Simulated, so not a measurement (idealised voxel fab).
Documented hereafter: the process module known as voxel plated lines.
The width of the displayed cross-section, cut, is 225 nm; its cells are square, with a size of 5 nm.
Cross-section spec: square-cell grid; bands listed top down; each band is one or more rows.
Each band's line starts with the height of the band's top and of its bottom, in nm. Then come its materials from left to right, each with its width in nm. One material with "all across" fills the band from edge to edge. "blank" is empty space.
Counting heights begins at 0, where everything beneath is, in the wafer as received, one material. The lowest band has no bottom; it goes on downwards, as "top 0, no bottom" shows.
A two-number width, for instance "30 to 40", indicates that the width is equal to the first number in the top row of the band and to the second number in the bottom row, and that it changes by a constant amount per row of cells.
Step marked "same as before"? Then no cell in the cross-section changed in it.
"Unvented internal voids": empty spaces of 8 cells or more with no open way to the top, each given as width x height at distance, distance from the left edge, all in nm.
Whatever follows a step's settings on its line is a remark the simulator itself makes about that step.
overlay nm: on a step with a mask, how far right of its planned place the mask lay; negative means left.

**These are the steps we planned for the process**
1 RECEIVE: material Si
2 CONFORMAL_DEP: material Al2O3, thk nm 5
3 DIRECTIONAL_DEP: material TiN, thk nm 5
4 PATTERN: tone open, mask id LINES, material resist, width nm 20, pitch nm 45, thk nm 30, overlay nm 0
5 EPI: material Ru, thk nm 5
6 EPI: material Ru, thk nm 5
7 STRIP: etch materials resist
8 DIRECTIONAL_ETCH: etch materials TiN, depth nm 5
9 CONFORMAL_DEP: material SiN, thk nm 10

**Received-state cross-section, reflecting completion of step 1**
- top 0, no bottom  Si all across
- Unvented internal voids: none

**Cross-section at module end, one run error; start and plan unchanged from above**
- top 25, bottom 15  blank: 70; SiN: 40; blank: 5; SiN: 40; blank: 70
- top 15, bottom 10  SiN: 80; Ru: 20; SiN: 25; Ru: 20; SiN: 80
- top 10, bottom 5  SiN: 80; TiN: 20; SiN: 25; TiN: 20; SiN: 80
- top 5, bottom 0  Al2O3 all across
- top 0, no bottom  Si all across
- Unvented internal voids: none
Run error: one step among 5 and 6 (all identical) missing; cannot tell which
